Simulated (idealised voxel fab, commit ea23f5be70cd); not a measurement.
process module | voxel self aligned vias
cross-section cut | 255 nm wide | cells 5 nm
A cross-section is a grid of square cells, given in bands from the top down. A band is one or more rows of cells.
Each band's line starts with the height of the band's top and of its bottom, in nm. Then come its materials from left to right, each with its width in nm. One material with "throughout" fills the band from edge to edge. "air" is empty space.
Height 0 is the level under which the wafer as received is all one material. The lowest band goes on downwards, as in "0 down".
A width such as "30 to 40" changes by the same amount from each row of cells to the next, from the band's top row to its bottom row.
"no change" after a step means that no cell of the cross-section changed.
closed voids: empty space of 8 cells or more with no open way to the top, each as width x height at its distance from the left edge, in nm
after a step's settings: what the simulator itself notes on the step
overlay nm, on a step with a mask: how far to the right of its planned place the mask lay; to the left if negative
Each pair below shows a cross-section before one step and the cross-section after it, down to the lowest band that changed. The line under each pair gives the step between them, with its settings. The pairs can come from different runs of this module on the same starting wafer, so a pair continues from the pair above only where its "before" says so.
before
  0 down: Si throughout
  closed voids: none
after
  10 to 0: SiO2 throughout
  below 0: unchanged
  closed voids: none
the step between: op CONFORMAL_DEP | material SiO2 | thk nm 10
before: the cross-section after the pair above
after
  15 to 10: SiCN throughout
  below 10: unchanged
  closed voids: none
the step between: op CONFORMAL_DEP | material SiCN | thk nm 5
before: the cross-section after the pair above
after
  40 to 15: lowk throughout
  below 15: unchanged
  closed voids: none
the step between: op DIRECTIONAL_DEP | material lowk | thk nm 25
before: the cross-section after the pair above
after
  60 to 40: resist 85 | air 25 | resist 30 | air 25 | resist 90
  below 40: unchanged
  closed voids: none
the step between: op PATTERN | tone open | mask id LINES | material resist | width nm 25 | pitch nm 55 | thk nm 20 | overlay nm 0
before: the cross-section after the pair above
after
  60 to 40: resist 85 | air 25 | resist 30 | air 25 | resist 90
  40 to 15: lowk 85 | air 25 | lowk 30 | air 25 | lowk 90
  below 15: unchanged
  closed voids: none
the step between: op DIRECTIONAL_ETCH | etch materials lowk | depth nm 25
before: the cross-section after the pair above
after
  40 to 15: lowk 85 | air 25 | lowk 30 | air 25 | lowk 90
  below 15: unchanged
  closed voids: none
the step between: op STRIP | etch materials resist
before: the cross-section after the pair above
after
  45 to 40: TiN 90 | air 15 | TiN 40 | air 15 | TiN 95
  40 to 20: lowk 85 | TiN 5 | air 15 | TiN 5 | lowk 30 | TiN 5 | air 15 | TiN 5 | lowk 90
  20 to 15: lowk 85 | TiN 25 | lowk 30 | TiN 25 | lowk 90
  below 15: unchanged
  closed voids: none
the step between: op CONFORMAL_DEP | material TiN | thk nm 5
before: the cross-section after the pair above
after
  55 to 45: Ru throughout
  45 to 40: TiN 90 | Ru 15 | TiN 40 | Ru 15 | TiN 95
  40 to 20: lowk 85 | TiN 5 | Ru 15 | TiN 5 | lowk 30 | TiN 5 | Ru 15 | TiN 5 | lowk 90
  below 20: unchanged
  closed voids: none
the step between: op FILL_DEP | material Ru | thk nm 10
before: the cross-section after the pair above
after
  40 to 20: lowk 85 | TiN 5 | Ru 15 | TiN 5 | lowk 30 | TiN 5 | Ru 15 | TiN 5 | lowk 90
  below 20: unchanged
  closed voids: none
the step between: op CMP | height nm 40
before: the cross-section after the pair above
after
  40 to 35: lowk 85 | air 25 | lowk 30 | air 25 | lowk 90
  below 35: unchanged
  closed voids: none
the step between: op SELECTIVE_ETCH | etch materials W Ru TiN | depth nm 5
before: the cross-section after the pair above
after
  50 to 40: SiN throughout
  40 to 35: lowk 85 | SiN 25 | lowk 30 | SiN 25 | lowk 90
  below 35: unchanged
  closed voids: none
the step between: op FILL_DEP | material SiN | thk nm 10
before: the cross-section after the pair above
after
  40 to 35: lowk 85 | SiN 25 | lowk 30 | SiN 25 | lowk 90
  below 35: unchanged
  closed voids: none
the step between: op CMP | height nm 40
before: the cross-section after the pair above
after
  55 to 40: lowk throughout
  below 40: unchanged
  closed voids: none
the step between: op DIRECTIONAL_DEP | material lowk | thk nm 15
before: the cross-section after the pair above
after
  70 to 55: aC throughout
  below 55: unchanged
  closed voids: none
the step between: op DIRECTIONAL_DEP | material aC | thk nm 15
before: the cross-section after the pair above
after
  100 to 70: resist 80 | air 35 | resist 20 | air 35 | resist 85
  below 70: unchanged
  closed voids: none
the step between: op PATTERN | tone open | mask id VIAS | material resist | width nm 35 | pitch nm 55 | thk nm 30 | overlay nm 0
before: the cross-section after the pair above
after
  85 to 70: resist 80 | air 35 | resist 20 | air 35 | resist 85
  70 to 55: aC 80 | air 35 | aC 20 | air 35 | aC 85
  below 55: unchanged
  closed voids: none
the step between: op DIRECTIONAL_ETCH | etch materials aC | depth nm 15
before: the cross-section after the pair above
after
  70 to 55: aC 80 | air 35 | aC 20 | air 35 | aC 85
  below 55: unchanged
  closed voids: none
the step between: op STRIP | etch materials resist
before: the cross-section after the pair above
after
  70 to 55: aC 80 | air 35 | aC 20 | air 35 | aC 85
  55 to 40: lowk 80 | air 35 | lowk 20 | air 35 | lowk 85
  below 40: unchanged
  closed voids: none
the step between: op DIRECTIONAL_ETCH | etch materials lowk | depth nm 15
before: the cross-section after the pair above
after
  70 to 55: aC 80 | air 35 | aC 20 | air 35 | aC 85
  55 to 40: lowk 80 | air 35 | lowk 20 | air 35 | lowk 85
  40 to 35: lowk 85 | air 25 | lowk 30 | air 25 | lowk 90
  below 35: unchanged
  closed voids: none
the step between: op DIRECTIONAL_ETCH | etch materials SiN | depth nm 5
before: the cross-section after the pair above
after
  55 to 40: lowk 80 | air 35 | lowk 20 | air 35 | lowk 85
  below 40: unchanged
  closed voids: none
the step between: op STRIP | etch materials aC
before: the cross-section after the pair above
after
  60 to 55: TiN 85 | air 25 | TiN 30 | air 25 | TiN 90
  55 to 45: lowk 80 | TiN 5 | air 25 | TiN 5 | lowk 20 | TiN 5 | air 25 | TiN 5 | lowk 85
  45 to 40: lowk 80 | TiN 10 | air 15 | TiN 10 | lowk 20 | TiN 10 | air 15 | TiN 10 | lowk 85
  40 to 35: lowk 85 | TiN 25 | lowk 30 | TiN 25 | lowk 90
  below 35: unchanged
  closed voids: none
the step between: op CONFORMAL_DEP | material TiN | thk nm 5
before: the cross-section after the pair above
after
  70 to 60: Cu throughout
  60 to 55: TiN 85 | Cu 25 | TiN 30 | Cu 25 | TiN 90
  55 to 45: lowk 80 | TiN 5 | Cu 25 | TiN 5 | lowk 20 | TiN 5 | Cu 25 | TiN 5 | lowk 85
  45 to 40: lowk 80 | TiN 10 | Cu 15 | TiN 10 | lowk 20 | TiN 10 | Cu 15 | TiN 10 | lowk 85
  below 40: unchanged
  closed voids: none
the step between: op FILL_DEP | material Cu | thk nm 10
before: the cross-section after the pair above
after
  55 to 45: lowk 80 | TiN 5 | Cu 25 | TiN 5 | lowk 20 | TiN 5 | Cu 25 | TiN 5 | lowk 85
  below 45: unchanged
  closed voids: none
the step between: op CMP | height nm 55
before: the cross-section after the pair above
after
  60 to 55: SiCN throughout
  below 55: unchanged
  closed voids: none
the step between: op CONFORMAL_DEP | material SiCN | thk nm 5
before
  0 down: Si throughout
  closed voids: none
after
  5 to 0: SiCN throughout
  below 0: unchanged
  closed voids: none
the step between: op CONFORMAL_DEP | material SiCN | thk nm 5
before: the cross-section after the pair above
after
  30 to 5: lowk throughout
  below 5: unchanged
  closed voids: none
the step between: op DIRECTIONAL_DEP | material lowk | thk nm 25
before: the cross-section after the pair above
after
  50 to 30: resist 85 | air 25 | resist 30 | air 25 | resist 90
  below 30: unchanged
  closed voids: none
the step between: op PATTERN | tone open | mask id LINES | material resist | width nm 25 | pitch nm 55 | thk nm 20 | overlay nm 0
before: the cross-section after the pair above
after
  50 to 30: resist 85 | air 25 | resist 30 | air 25 | resist 90
  30 to 5: lowk 85 | air 25 | lowk 30 | air 25 | lowk 90
  below 5: unchanged
  closed voids: none
the step between: op DIRECTIONAL_ETCH | etch materials lowk | depth nm 25
before: the cross-section after the pair above
after
  30 to 5: lowk 85 | air 25 | lowk 30 | air 25 | lowk 90
  below 5: unchanged
  closed voids: none
the step between: op STRIP | etch materials resist
before: the cross-section after the pair above
after
  35 to 30: TiN 90 | air 15 | TiN 40 | air 15 | TiN 95
  30 to 10: lowk 85 | TiN 5 | air 15 | TiN 5 | lowk 30 | TiN 5 | air 15 | TiN 5 | lowk 90
  10 to 5: lowk 85 | TiN 25 | lowk 30 | TiN 25 | lowk 90
  below 5: unchanged
  closed voids: none
the step between: op CONFORMAL_DEP | material TiN | thk nm 5
before: the cross-section after the pair above
after
  45 to 35: Ru throughout
  35 to 30: TiN 90 | Ru 15 | TiN 40 | Ru 15 | TiN 95
  30 to 10: lowk 85 | TiN 5 | Ru 15 | TiN 5 | lowk 30 | TiN 5 | Ru 15 | TiN 5 | lowk 90
  below 10: unchanged
  closed voids: none
the step between: op FILL_DEP | material Ru | thk nm 10
before: the cross-section after the pair above
after
  40 to 35: Ru throughout
  below 35: unchanged
  closed voids: none
the step between: op CMP | height nm 40
before: the cross-section after the pair above
after
  35 to 30: TiN 90 | Ru 15 | TiN 40 | Ru 15 | TiN 95
  below 30: unchanged
  closed voids: none
the step between: op SELECTIVE_ETCH | etch materials W Ru TiN | depth nm 5
before: the cross-section after the pair above
after
  45 to 35: SiN throughout
  below 35: unchanged
  closed voids: none
the step between: op FILL_DEP | material SiN | thk nm 10
before: the cross-section after the pair above
after
  40 to 35: SiN throughout
  below 35: unchanged
  closed voids: none
the step between: op CMP | height nm 40
before: the cross-section after the pair above
after
  55 to 40: lowk throughout
  below 40: unchanged
  closed voids: none
the step between: op DIRECTIONAL_DEP | material lowk | thk nm 15
before: the cross-section after the pair above
after
  70 to 55: aC throughout
  below 55: unchanged
  closed voids: none
the step between: op DIRECTIONAL_DEP | material aC | thk nm 15
before: the cross-section after the pair above
after
  100 to 70: resist 80 | air 35 | resist 20 | air 35 | resist 85
  below 70: unchanged
  closed voids: none
the step between: op PATTERN | tone open | mask id VIAS | material resist | width nm 35 | pitch nm 55 | thk nm 30 | overlay nm 0
before: the cross-section after the pair above
after
  85 to 70: resist 80 | air 35 | resist 20 | air 35 | resist 85
  70 to 55: aC 80 | air 35 | aC 20 | air 35 | aC 85
  below 55: unchanged
  closed voids: none
the step between: op DIRECTIONAL_ETCH | etch materials aC | depth nm 15
before: the cross-section after the pair above
after
  70 to 55: aC 80 | air 35 | aC 20 | air 35 | aC 85
  below 55: unchanged
  closed voids: none
the step between: op STRIP | etch materials resist
before: the cross-section after the pair above
after
  70 to 55: aC 80 | air 35 | aC 20 | air 35 | aC 85
  55 to 40: lowk 80 | air 35 | lowk 20 | air 35 | lowk 85
  below 40: unchanged
  closed voids: none
the step between: op DIRECTIONAL_ETCH | etch materials lowk | depth nm 15
before: the cross-section after the pair above
after
  70 to 55: aC 80 | air 35 | aC 20 | air 35 | aC 85
  55 to 40: lowk 80 | air 35 | lowk 20 | air 35 | lowk 85
  40 to 35: SiN 80 | air 35 | SiN 20 | air 35 | SiN 85
  below 35: unchanged
  closed voids: none
the step between: op DIRECTIONAL_ETCH | etch materials SiN | depth nm 5
before: the cross-section after the pair above
after
  55 to 40: lowk 80 | air 35 | lowk 20 | air 35 | lowk 85
  below 40: unchanged
  closed voids: none
the step between: op STRIP | etch materials aC
before: the cross-section after the pair above
after
  60 to 55: TiN 85 | air 25 | TiN 30 | air 25 | TiN 90
  55 to 40: lowk 80 | TiN 5 | air 25 | TiN 5 | lowk 20 | TiN 5 | air 25 | TiN 5 | lowk 85
  40 to 35: SiN 80 | TiN 35 | SiN 20 | TiN 35 | SiN 85
  below 35: unchanged
  closed voids: none
the step between: op CONFORMAL_DEP | material TiN | thk nm 5
before: the cross-section after the pair above
after
  70 to 60: Cu throughout
  60 to 55: TiN 85 | Cu 25 | TiN 30 | Cu 25 | TiN 90
  55 to 40: lowk 80 | TiN 5 | Cu 25 | TiN 5 | lowk 20 | TiN 5 | Cu 25 | TiN 5 | lowk 85
  below 40: unchanged
  closed voids: none
the step between: op FILL_DEP | material Cu | thk nm 10
before: the cross-section after the pair above
after
  55 to 40: lowk 80 | TiN 5 | Cu 25 | TiN 5 | lowk 20 | TiN 5 | Cu 25 | TiN 5 | lowk 85
  below 40: unchanged
  closed voids: none
the step between: op CMP | height nm 55
before: the cross-section after the pair above
after
  60 to 55: SiCN throughout
  below 55: unchanged
  closed voids: none
the step between: op CONFORMAL_DEP | material SiCN | thk nm 5
before
  70 to 55: aC 80 | air 35 | aC 20 | air 35 | aC 85
  55 to 40: lowk 80 | air 35 | lowk 20 | air 35 | lowk 85
  40 to 35: lowk 85 | SiN 25 | lowk 30 | SiN 25 | lowk 90
  35 to 20: lowk 85 | TiN 5 | Ru 15 | TiN 5 | lowk 30 | TiN 5 | Ru 15 | TiN 5 | lowk 90
  20 to 15: lowk 85 | TiN 25 | lowk 30 | TiN 25 | lowk 90
  15 to 10: SiCN throughout
  10 to 0: SiO2 throughout
  0 down: Si throughout
  closed voids: none
after
  70 to 55: aC 80 | air 35 | aC 20 | air 35 | aC 85
  55 to 40: lowk 80 | air 35 | lowk 20 | air 35 | lowk 85
  40 to 35: lowk 80 | air 5 | SiN 25 | air 5 | lowk 20 | air 5 | SiN 25 | air 5 | lowk 85
  35 to 25: lowk 80 | air 5 | TiN 5 | Ru 15 | TiN 5 | air 5 | lowk 20 | air 5 | TiN 5 | Ru 15 | TiN 5 | air 5 | lowk 85
  below 25: unchanged
  closed voids: none
the step between: op DIRECTIONAL_ETCH | etch materials lowk | depth nm 15
before: the cross-section after the pair above
after
  70 to 55: aC 80 | air 35 | aC 20 | air 35 | aC 85
  55 to 35: lowk 80 | air 35 | lowk 20 | air 35 | lowk 85
  below 35: unchanged
  closed voids: none
the step between: op DIRECTIONAL_ETCH | etch materials SiN | depth nm 5
before: the cross-section after the pair above
after
  55 to 35: lowk 80 | air 35 | lowk 20 | air 35 | lowk 85
  below 35: unchanged
  closed voids: none
the step between: op STRIP | etch materials aC
before: the cross-section after the pair above
after
  60 to 55: TiN 85 | air 25 | TiN 30 | air 25 | TiN 90
  55 to 40: lowk 80 | TiN 5 | air 25 | TiN 5 | lowk 20 | TiN 5 | air 25 | TiN 5 | lowk 85
  40 to 35: lowk 80 | TiN 35 | lowk 20 | TiN 35 | lowk 85
  35 to 25: lowk 80 | TiN 10 | Ru 15 | TiN 10 | lowk 20 | TiN 10 | Ru 15 | TiN 10 | lowk 85
  below 25: unchanged
  closed voids: none
the step between: op CONFORMAL_DEP | material TiN | thk nm 5
before: the cross-section after the pair above
after
  70 to 60: Cu throughout
  60 to 55: TiN 85 | Cu 25 | TiN 30 | Cu 25 | TiN 90
  55 to 40: lowk 80 | TiN 5 | Cu 25 | TiN 5 | lowk 20 | TiN 5 | Cu 25 | TiN 5 | lowk 85
  below 40: unchanged
  closed voids: none
the step between: op FILL_DEP | material Cu | thk nm 10
before: the cross-section after the pair above
after
  55 to 40: lowk 80 | TiN 5 | Cu 25 | TiN 5 | lowk 20 | TiN 5 | Cu 25 | TiN 5 | lowk 85
  below 40: unchanged
  closed voids: none
the step between: op CMP | height nm 55
before: the cross-section after the pair above
after
  60 to 55: SiCN throughout
  below 55: unchanged
  closed voids: none
the step between: op CONFORMAL_DEP | material SiCN | thk nm 5
before
  5 to 0: SiCN throughout
  0 down: Si throughout
  closed voids: none
after
  15 to 5: SiO2 throughout
  below 5: unchanged
  closed voids: none
the step between: op CONFORMAL_DEP | material SiO2 | thk nm 10
before: the cross-section after the pair above
after
  40 to 15: lowk throughout
  below 15: unchanged
  closed voids: none
the step between: op DIRECTIONAL_DEP | material lowk | thk nm 25
before: the cross-section after the pair above
after
  60 to 40: resist 85 | air 25 | resist 30 | air 25 | resist 90
  below 40: unchanged
  closed voids: none
the step between: op PATTERN | tone open | mask id LINES | material resist | width nm 25 | pitch nm 55 | thk nm 20 | overlay nm 0
before: the cross-section after the pair above
after
  60 to 40: resist 85 | air 25 | resist 30 | air 25 | resist 90
  40 to 15: lowk 85 | air 25 | lowk 30 | air 25 | lowk 90
  below 15: unchanged
  closed voids: none
the step between: op DIRECTIONAL_ETCH | etch materials lowk | depth nm 25
before: the cross-section after the pair above
after
  40 to 15: lowk 85 | air 25 | lowk 30 | air 25 | lowk 90
  below 15: unchanged
  closed voids: none
the step between: op STRIP | etch materials resist
before: the cross-section after the pair above
after
  45 to 40: TiN 90 | air 15 | TiN 40 | air 15 | TiN 95
  40 to 20: lowk 85 | TiN 5 | air 15 | TiN 5 | lowk 30 | TiN 5 | air 15 | TiN 5 | lowk 90
  20 to 15: lowk 85 | TiN 25 | lowk 30 | TiN 25 | lowk 90
  below 15: unchanged
  closed voids: none
the step between: op CONFORMAL_DEP | material TiN | thk nm 5
before: the cross-section after the pair above
after
  55 to 45: Ru throughout
  45 to 40: TiN 90 | Ru 15 | TiN 40 | Ru 15 | TiN 95
  40 to 20: lowk 85 | TiN 5 | Ru 15 | TiN 5 | lowk 30 | TiN 5 | Ru 15 | TiN 5 | lowk 90
  below 20: unchanged
  closed voids: none
the step between: op FILL_DEP | material Ru | thk nm 10
before: the cross-section after the pair above
after
  40 to 20: lowk 85 | TiN 5 | Ru 15 | TiN 5 | lowk 30 | TiN 5 | Ru 15 | TiN 5 | lowk 90
  below 20: unchanged
  closed voids: none
the step between: op CMP | height nm 40
before: the cross-section after the pair above
after
  40 to 35: lowk 85 | air 25 | lowk 30 | air 25 | lowk 90
  below 35: unchanged
  closed voids: none
the step between: op SELECTIVE_ETCH | etch materials W Ru TiN | depth nm 5
before: the cross-section after the pair above
after
  50 to 40: SiN throughout
  40 to 35: lowk 85 | SiN 25 | lowk 30 | SiN 25 | lowk 90
  below 35: unchanged
  closed voids: none
the step between: op FILL_DEP | material SiN | thk nm 10
before: the cross-section after the pair above
after
  40 to 35: lowk 85 | SiN 25 | lowk 30 | SiN 25 | lowk 90
  below 35: unchanged
  closed voids: none
the step between: op CMP | height nm 40
before: the cross-section after the pair above
after
  55 to 40: lowk throughout
  below 40: unchanged
  closed voids: none
the step between: op DIRECTIONAL_DEP | material lowk | thk nm 15
before: the cross-section after the pair above
after
  70 to 55: aC throughout
  below 55: unchanged
  closed voids: none
the step between: op DIRECTIONAL_DEP | material aC | thk nm 15
before: the cross-section after the pair above
after
  100 to 70: resist 80 | air 35 | resist 20 | air 35 | resist 85
  below 70: unchanged
  closed voids: none
the step between: op PATTERN | tone open | mask id VIAS | material resist | width nm 35 | pitch nm 55 | thk nm 30 | overlay nm 0
before: the cross-section after the pair above
after
  85 to 70: resist 80 | air 35 | resist 20 | air 35 | resist 85
  70 to 55: aC 80 | air 35 | aC 20 | air 35 | aC 85
  below 55: unchanged
  closed voids: none
the step between: op DIRECTIONAL_ETCH | etch materials aC | depth nm 15
before: the cross-section after the pair above
after
  70 to 55: aC 80 | air 35 | aC 20 | air 35 | aC 85
  below 55: unchanged
  closed voids: none
the step between: op STRIP | etch materials resist
before: the cross-section after the pair above
after
  70 to 55: aC 80 | air 35 | aC 20 | air 35 | aC 85
  55 to 40: lowk 80 | air 35 | lowk 20 | air 35 | lowk 85
  below 40: unchanged
  closed voids: none
the step between: op DIRECTIONAL_ETCH | etch materials lowk | depth nm 15
before: the cross-section after the pair above
after
  70 to 55: aC 80 | air 35 | aC 20 | air 35 | aC 85
  55 to 40: lowk 80 | air 35 | lowk 20 | air 35 | lowk 85
  40 to 35: lowk 85 | air 25 | lowk 30 | air 25 | lowk 90
  below 35: unchanged
  closed voids: none
the step between: op DIRECTIONAL_ETCH | etch materials SiN | depth nm 5
before: the cross-section after the pair above
after
  55 to 40: lowk 80 | air 35 | lowk 20 | air 35 | lowk 85
  below 40: unchanged
  closed voids: none
the step between: op STRIP | etch materials aC
before: the cross-section after the pair above
after
  60 to 55: TiN 85 | air 25 | TiN 30 | air 25 | TiN 90
  55 to 45: lowk 80 | TiN 5 | air 25 | TiN 5 | lowk 20 | TiN 5 | air 25 | TiN 5 | lowk 85
  45 to 40: lowk 80 | TiN 10 | air 15 | TiN 10 | lowk 20 | TiN 10 | air 15 | TiN 10 | lowk 85
  40 to 35: lowk 85 | TiN 25 | lowk 30 | TiN 25 | lowk 90
  below 35: unchanged
  closed voids: none
the step between: op CONFORMAL_DEP | material TiN | thk nm 5
before: the cross-section after the pair above
after
  70 to 60: Cu throughout
  60 to 55: TiN 85 | Cu 25 | TiN 30 | Cu 25 | TiN 90
  55 to 45: lowk 80 | TiN 5 | Cu 25 | TiN 5 | lowk 20 | TiN 5 | Cu 25 | TiN 5 | lowk 85
  45 to 40: lowk 80 | TiN 10 | Cu 15 | TiN 10 | lowk 20 | TiN 10 | Cu 15 | TiN 10 | lowk 85
  below 40: unchanged
  closed voids: none
the step between: op FILL_DEP | material Cu | thk nm 10
before: the cross-section after the pair above
after
  55 to 45: lowk 80 | TiN 5 | Cu 25 | TiN 5 | lowk 20 | TiN 5 | Cu 25 | TiN 5 | lowk 85
  below 45: unchanged
  closed voids: none
the step between: op CMP | height nm 55
before: the cross-section after the pair above
after
  60 to 55: SiCN throughout
  below 55: unchanged
  closed voids: none
the step between: op CONFORMAL_DEP | material SiCN | thk nm 5
before
  0 down: Si throughout
  closed voids: none
after
  15 to 0: SiO2 throughout
  below 0: unchanged
  closed voids: none
the step between: op CONFORMAL_DEP | material SiO2 | thk nm 15
before: the cross-section after the pair above
after
  20 to 15: SiCN throughout
  below 15: unchanged
  closed voids: none
the step between: op CONFORMAL_DEP | material SiCN | thk nm 5
before: the cross-section after the pair above
after
  45 to 20: lowk throughout
  below 20: unchanged
  closed voids: none
the step between: op DIRECTIONAL_DEP | material lowk | thk nm 25
before: the cross-section after the pair above
after
  65 to 45: resist 85 | air 25 | resist 30 | air 25 | resist 90
  below 45: unchanged
  closed voids: none
the step between: op PATTERN | tone open | mask id LINES | material resist | width nm 25 | pitch nm 55 | thk nm 20 | overlay nm 0
before: the cross-section after the pair above
after
  65 to 45: resist 85 | air 25 | resist 30 | air 25 | resist 90
  45 to 20: lowk 85 | air 25 | lowk 30 | air 25 | lowk 90
  below 20: unchanged
  closed voids: none
the step between: op DIRECTIONAL_ETCH | etch materials lowk | depth nm 25
before: the cross-section after the pair above
after
  45 to 20: lowk 85 | air 25 | lowk 30 | air 25 | lowk 90
  below 20: unchanged
  closed voids: none
the step between: op STRIP | etch materials resist
before: the cross-section after the pair above
after
  50 to 45: TiN 90 | air 15 | TiN 40 | air 15 | TiN 95
  45 to 25: lowk 85 | TiN 5 | air 15 | TiN 5 | lowk 30 | TiN 5 | air 15 | TiN 5 | lowk 90
  25 to 20: lowk 85 | TiN 25 | lowk 30 | TiN 25 | lowk 90
  below 20: unchanged
  closed voids: none
the step between: op CONFORMAL_DEP | material TiN | thk nm 5
before: the cross-section after the pair above
after
  60 to 50: Ru throughout
  50 to 45: TiN 90 | Ru 15 | TiN 40 | Ru 15 | TiN 95
  45 to 25: lowk 85 | TiN 5 | Ru 15 | TiN 5 | lowk 30 | TiN 5 | Ru 15 | TiN 5 | lowk 90
  below 25: unchanged
  closed voids: none
the step between: op FILL_DEP | material Ru | thk nm 10
before: the cross-section after the pair above
after
  40 to 25: lowk 85 | TiN 5 | Ru 15 | TiN 5 | lowk 30 | TiN 5 | Ru 15 | TiN 5 | lowk 90
  below 25: unchanged
  closed voids: none
the step between: op CMP | height nm 40
before: the cross-section after the pair above
after
  40 to 35: lowk 85 | air 25 | lowk 30 | air 25 | lowk 90
  below 35: unchanged
  closed voids: none
the step between: op SELECTIVE_ETCH | etch materials W Ru TiN | depth nm 5
before: the cross-section after the pair above
after
  50 to 40: SiN throughout
  40 to 35: lowk 85 | SiN 25 | lowk 30 | SiN 25 | lowk 90
  below 35: unchanged
  closed voids: none
the step between: op FILL_DEP | material SiN | thk nm 10
before: the cross-section after the pair above
after
  40 to 35: lowk 85 | SiN 25 | lowk 30 | SiN 25 | lowk 90
  below 35: unchanged
  closed voids: none
the step between: op CMP | height nm 40
before: the cross-section after the pair above
after
  55 to 40: lowk throughout
  below 40: unchanged
  closed voids: none
the step between: op DIRECTIONAL_DEP | material lowk | thk nm 15
before: the cross-section after the pair above
after
  70 to 55: aC throughout
  below 55: unchanged
  closed voids: none
the step between: op DIRECTIONAL_DEP | material aC | thk nm 15
before: the cross-section after the pair above
after
  100 to 70: resist 80 | air 35 | resist 20 | air 35 | resist 85
  below 70: unchanged
  closed voids: none
the step between: op PATTERN | tone open | mask id VIAS | material resist | width nm 35 | pitch nm 55 | thk nm 30 | overlay nm 0
before: the cross-section after the pair above
after
  85 to 70: resist 80 | air 35 | resist 20 | air 35 | resist 85
  70 to 55: aC 80 | air 35 | aC 20 | air 35 | aC 85
  below 55: unchanged
  closed voids: none
the step between: op DIRECTIONAL_ETCH | etch materials aC | depth nm 15
before: the cross-section after the pair above
after
  70 to 55: aC 80 | air 35 | aC 20 | air 35 | aC 85
  below 55: unchanged
  closed voids: none
the step between: op STRIP | etch materials resist
before: the cross-section after the pair above
after
  70 to 55: aC 80 | air 35 | aC 20 | air 35 | aC 85
  55 to 40: lowk 80 | air 35 | lowk 20 | air 35 | lowk 85
  below 40: unchanged
  closed voids: none
the step between: op DIRECTIONAL_ETCH | etch materials lowk | depth nm 15
before: the cross-section after the pair above
after
  70 to 55: aC 80 | air 35 | aC 20 | air 35 | aC 85
  55 to 40: lowk 80 | air 35 | lowk 20 | air 35 | lowk 85
  40 to 35: lowk 85 | air 25 | lowk 30 | air 25 | lowk 90
  below 35: unchanged
  closed voids: none
the step between: op DIRECTIONAL_ETCH | etch materials SiN | depth nm 5
before: the cross-section after the pair above
after
  55 to 40: lowk 80 | air 35 | lowk 20 | air 35 | lowk 85
  below 40: unchanged
  closed voids: none
the step between: op STRIP | etch materials aC
before: the cross-section after the pair above
after
  60 to 55: TiN 85 | air 25 | TiN 30 | air 25 | TiN 90
  55 to 45: lowk 80 | TiN 5 | air 25 | TiN 5 | lowk 20 | TiN 5 | air 25 | TiN 5 | lowk 85
  45 to 40: lowk 80 | TiN 10 | air 15 | TiN 10 | lowk 20 | TiN 10 | air 15 | TiN 10 | lowk 85
  40 to 35: lowk 85 | TiN 25 | lowk 30 | TiN 25 | lowk 90
  below 35: unchanged
  closed voids: none
the step between: op CONFORMAL_DEP | material TiN | thk nm 5
before: the cross-section after the pair above
after
  70 to 60: Cu throughout
  60 to 55: TiN 85 | Cu 25 | TiN 30 | Cu 25 | TiN 90
  55 to 45: lowk 80 | TiN 5 | Cu 25 | TiN 5 | lowk 20 | TiN 5 | Cu 25 | TiN 5 | lowk 85
  45 to 40: lowk 80 | TiN 10 | Cu 15 | TiN 10 | lowk 20 | TiN 10 | Cu 15 | TiN 10 | lowk 85
  below 40: unchanged
  closed voids: none
the step between: op FILL_DEP | material Cu | thk nm 10
before: the cross-section after the pair above
after
  55 to 45: lowk 80 | TiN 5 | Cu 25 | TiN 5 | lowk 20 | TiN 5 | Cu 25 | TiN 5 | lowk 85
  below 45: unchanged
  closed voids: none
the step between: op CMP | height nm 55
before: the cross-section after the pair above
after
  60 to 55: SiCN throughout
  below 55: unchanged
  closed voids: none
the step between: op CONFORMAL_DEP | material SiCN | thk nm 5
before
  70 to 55: aC throughout
  55 to 40: lowk throughout
  40 to 35: lowk 85 | SiN 25 | lowk 30 | SiN 25 | lowk 90
  35 to 20: lowk 85 | TiN 5 | Ru 15 | TiN 5 | lowk 30 | TiN 5 | Ru 15 | TiN 5 | lowk 90
  20 to 15: lowk 85 | TiN 25 | lowk 30 | TiN 25 | lowk 90
  15 to 10: SiCN throughout
  10 to 0: SiO2 throughout
  0 down: Si throughout
  closed voids: none
after
  100 to 70: resist 85 | air 25 | resist 30 | air 25 | resist 90
  below 70: unchanged
  closed voids: none
the step between: op PATTERN | tone open | mask id VIAS | material resist | width nm 25 | pitch nm 55 | thk nm 30 | overlay nm 0
before: the cross-section after the pair above
after
  85 to 70: resist 85 | air 25 | resist 30 | air 25 | resist 90
  70 to 55: aC 85 | air 25 | aC 30 | air 25 | aC 90
  below 55: unchanged
  closed voids: none
the step between: op DIRECTIONAL_ETCH | etch materials aC | depth nm 15
before: the cross-section after the pair above
after
  70 to 55: aC 85 | air 25 | aC 30 | air 25 | aC 90
  below 55: unchanged
  closed voids: none
the step between: op STRIP | etch materials resist
before: the cross-section after the pair above
after
  70 to 55: aC 85 | air 25 | aC 30 | air 25 | aC 90
  55 to 40: lowk 85 | air 25 | lowk 30 | air 25 | lowk 90
  below 40: unchanged
  closed voids: none
the step between: op DIRECTIONAL_ETCH | etch materials lowk | depth nm 15
before: the cross-section after the pair above
after
  70 to 55: aC 85 | air 25 | aC 30 | air 25 | aC 90
  55 to 35: lowk 85 | air 25 | lowk 30 | air 25 | lowk 90
  below 35: unchanged
  closed voids: none
the step between: op DIRECTIONAL_ETCH | etch materials SiN | depth nm 5
before: the cross-section after the pair above
after
  55 to 35: lowk 85 | air 25 | lowk 30 | air 25 | lowk 90
  below 35: unchanged
  closed voids: none
the step between: op STRIP | etch materials aC
before: the cross-section after the pair above
after
  60 to 55: TiN 90 | air 15 | TiN 40 | air 15 | TiN 95
  55 to 40: lowk 85 | TiN 5 | air 15 | TiN 5 | lowk 30 | TiN 5 | air 15 | TiN 5 | lowk 90
  40 to 35: lowk 85 | TiN 25 | lowk 30 | TiN 25 | lowk 90
  below 35: unchanged
  closed voids: none
the step between: op CONFORMAL_DEP | material TiN | thk nm 5
before: the cross-section after the pair above
after
  70 to 60: Cu throughout
  60 to 55: TiN 90 | Cu 15 | TiN 40 | Cu 15 | TiN 95
  55 to 40: lowk 85 | TiN 5 | Cu 15 | TiN 5 | lowk 30 | TiN 5 | Cu 15 | TiN 5 | lowk 90
  below 40: unchanged
  closed voids: none
the step between: op FILL_DEP | material Cu | thk nm 10
before: the cross-section after the pair above
after
  55 to 40: lowk 85 | TiN 5 | Cu 15 | TiN 5 | lowk 30 | TiN 5 | Cu 15 | TiN 5 | lowk 90
  below 40: unchanged
  closed voids: none
the step between: op CMP | height nm 55
before: the cross-section after the pair above
after
  60 to 55: SiCN throughout
  below 55: unchanged
  closed voids: none
the step between: op CONFORMAL_DEP | material SiCN | thk nm 5
